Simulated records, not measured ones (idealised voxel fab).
Process module, titled voxel self aligned contacts
The cross-section on display is named cut; it measures 245 nm wide, and its cells are 5 nm squares.
A cross-section in this document is a grid of square cells, and it is written down as bands, the top band listed before the ones below it; a band is made up of one or more rows of cells. A band entry consists of two parts. The first gives the height of the band's top and the height of its bottom, in nm. The rest lists the band's materials from left to right, each with its width in nm. A single material labelled with the word "everywhere" fills the band from edge to edge, and the word "air" marks empty space. Note: height 0 marks the level under which the wafer is uniformly one material as received. Lowest band unbounded below, written "0 down". Top row gets the first number, bottom row gets the second, and each row in between changes by the same step: that is how a band width like "30->40" works. The designation "everything unchanged", where it is given for a processing step, indicates that no cell of the cross-section was altered in the course of that step. The list in "Closed cavity list" covers empty spaces of 8 cells or more that cannot reach the top through any open way, and it gives each as width x height at distance; the distance is from the left edge, and width, height and distance are in nm. On a step's line, text after the settings is the simulator commenting on that step. When a step includes a mask, the "overlay nm" setting on its line states how far to the right of its planned place that mask lay, and negative values state how far to the left.

PROCESS STEPS - PLAN
1 RECEIVE, material Si
2 OXIDIZE, depth nm 5
3 DIRECTIONAL_DEP, material polySi, thk nm 20
4 DIRECTIONAL_DEP, material SiN, thk nm 20
5 PATTERN, tone cover, mask id GATE, material resist, width nm 35, pitch nm 60, thk nm 20, overlay nm 0
6 DIRECTIONAL_ETCH, etch materials SiN, depth nm 20
7 DIRECTIONAL_ETCH, etch materials polySi, depth nm 20
8 STRIP, etch materials resist
9 CONFORMAL_DEP, material SiN, thk nm 5
10 DIRECTIONAL_ETCH, etch materials SiN, depth nm 5
11 FILL_DEP, material SiO2, thk nm 10
12 CMP, height nm 45
13 MASKED_ETCH, tone open, mask id CONTACT, width nm 45, etch materials SiO2, depth nm 50, overlay nm 0
14 CONFORMAL_DEP, material TiN, thk nm 5
15 FILL_DEP, material W, thk nm 10
16 CMP, height nm 45
17 CONFORMAL_DEP, material SiN, thk nm 5

INCOMING WAFER IN CROSS-SECTION (STATE: AFTER STEP 1)
> 0 down: Si everywhere
> Closed cavity list: none

FIRST OF TWO WAFERS AT THE END OF THE MODULE, SHOWN IN CROSS-SECTION; RUN CARRIED OUT AS PLANNED
> 50 to 45: SiN everywhere
> 45 to 40: SiO2: 100, then TiN: 20, then W: 5, then TiN: 20, then SiO2: 100
> 40 to 20: SiO2: 70, then SiN: 45, then TiN: 5, then W: 5, then TiN: 5, then SiN: 45, then SiO2: 70
> 20 to 0: SiO2: 70, then SiN: 5, then polySi: 35, then SiN: 5, then TiN: 5, then W: 5, then TiN: 5, then SiN: 5, then polySi: 35, then SiN: 5, then SiO2: 70
> 0 to -5: SiO2: 115, then TiN: 15, then SiO2: 115
> -5 down: Si everywhere
> Closed cavity list: none

PRESENTED HERE IS A CROSS-SECTION OF THE SECOND OF THE TWO WAFERS AS IT STOOD AT THE END OF THE MODULE. IT WAS STARTED IN THE SAME MANNER AND ASSIGNED THE SAME PLAN AS THE FIRST WAFER; HOWEVER, ONE MISTAKE WAS MADE IN ITS EXECUTION
> 50 to 45: SiN everywhere
> 45 to 40: SiO2: 100, then TiN: 20, then W: 5, then TiN: 20, then SiO2: 100
> 40 to 20: SiO2: 70, then SiN: 45, then TiN: 5, then W: 5, then TiN: 5, then SiN: 45, then SiO2: 70
> 20 to 5: SiO2: 70, then SiN: 5, then polySi: 35, then SiN: 5, then TiN: 5, then W: 5, then TiN: 5, then SiN: 5, then polySi: 35, then SiN: 5, then SiO2: 70
> 5 to 0: SiO2: 70, then SiN: 5, then polySi: 35, then SiN: 5, then TiN: 15, then SiN: 5, then polySi: 35, then SiN: 5, then SiO2: 70
> 0 down: Si everywhere
> Closed cavity list: none
The mistake made against the process plan was this: heads up, step 2 of the plan was skipped and never actually ran
Final comparison by cell count, materials where the second wafer has more or fewer than the first: 49 more of Si; 46 fewer of SiO2; 2 fewer of TiN; 1 fewer of W
